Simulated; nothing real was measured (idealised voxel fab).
Module name: voxel gate over fins (process module)
FYI the section here is cut, 295 nm wide, cells are 5 nm squares.
Notation: cross-section as square-cell grid; stated in bands, top first, going down; one or more cell rows per band.
Look at the band entry: it leads with the top's height and the bottom's height in nm. Then it lists the materials left to right, with a width in nm for each. The word "edge to edge" on a single material says that material fills the band edge to edge. The word "air" is empty space.
Zero point of the height axis is 0; under it, received wafer = one material. Lowest band: continues down indefinitely, "from 0 down".
When a width is written as two numbers, as in "30..40", the first number is the width in the top row of cells of the band and the second is the width in its bottom row, and the width changes by the same amount from each row to the next.
Step note "changes: none" = no cross-section cell changed.
What "Sealed void inventory" gives you is every empty space of 8 cells or more that is cut off from the top. Each appears as width x height at distance, with the distance taken from the left edge and width, height and distance all in nm.
Whatever follows a step's settings on its line is a remark the simulator itself makes about that step.
overlay nm: for a step with a mask, the amount by which the mask lay right of where it was planned; a negative amount means left of it.
[The planned process steps are enumerated hereunder]
1. RECEIVE | material Si
2. CONFORMAL_DEP | material SiN | thk nm 10
3. DIRECTIONAL_DEP | material aC | thk nm 15
4. PATTERN | tone cover | mask id FINS | material resist | width nm 15 | pitch nm 60 | thk nm 30 | overlay nm 0
5. DIRECTIONAL_ETCH | etch materials aC | depth nm 15
6. STRIP | etch materials resist
7. DIRECTIONAL_ETCH | etch materials SiN | depth nm 10
8. DIRECTIONAL_ETCH | etch materials Si | depth nm 35
9. STRIP | etch materials aC
10. FILL_DEP | material SiO2 | thk nm 15
11. CMP | height nm 10
12. DIRECTIONAL_DEP | material aC | thk nm 15
13. PATTERN | tone open | mask id RAIL | material resist | width nm 15 | thk nm 30 | overlay nm -15
14. DIRECTIONAL_ETCH | etch materials aC | depth nm 15
15. STRIP | etch materials resist
16. DIRECTIONAL_ETCH | etch materials SiO2 | depth nm 40
17. STRIP | etch materials aC
18. CONFORMAL_DEP | material TiN | thk nm 5
19. FILL_DEP | material W | thk nm 10
20. CMP | height nm 10
21. SELECTIVE_ETCH | etch materials W Ru TiN | depth nm 25
22. FILL_DEP | material SiO2 | thk nm 5
23. CMP | height nm 10
24. SELECTIVE_ETCH | etch materials SiO2 | depth nm 20
25. STRIP | etch materials SiN
26. CONFORMAL_DEP | material HfO2 | thk nm 5
27. CONFORMAL_DEP | material TiN | thk nm 5
28. CONFORMAL_DEP | material TiAl | thk nm 5
29. CONFORMAL_DEP | material TiN | thk nm 5
30. FILL_DEP | material W | thk nm 10
31. CMP | height nm 25
32. CONFORMAL_DEP | material SiCN | thk nm 5
Where the wafers of this document differ is in the overlay nm of step 13; they start out the same, and the plan states the value that applied to the first wafer.
[Cross-section of the first of several wafers on receipt, reflecting completion of step 1]
    from 0 down | Si edge to edge
    Sealed void inventory: none
[Basically each wafer gets a line in the table, showing it at the end of the module: material by material, the cells it gained (+) or lost (-) since we got it, then its closed voids]
overlay nm -15, +67 HfO2, -371 Si, +59 SiCN, +256 SiO2, +67 TiAl, +141 TiN, +135 W, Sealed void inventory: none
overlay nm -10, +67 HfO2, -371 Si, +59 SiCN, +256 SiO2, +67 TiAl, +141 TiN, +135 W, Sealed void inventory: none
overlay nm -5, +67 HfO2, -371 Si, +59 SiCN, +256 SiO2, +67 TiAl, +141 TiN, +135 W, Sealed void inventory: none
overlay nm 0, +67 HfO2, -371 Si, +59 SiCN, +256 SiO2, +67 TiAl, +141 TiN, +135 W, Sealed void inventory: none
overlay nm 5, +67 HfO2, -371 Si, +59 SiCN, +256 SiO2, +67 TiAl, +141 TiN, +135 W, Sealed void inventory: none
overlay nm 10, +67 HfO2, -371 Si, +59 SiCN, +256 SiO2, +67 TiAl, +141 TiN, +135 W, Sealed void inventory: none
overlay nm 15, +67 HfO2, -371 Si, +59 SiCN, +256 SiO2, +67 TiAl, +141 TiN, +135 W, Sealed void inventory: none
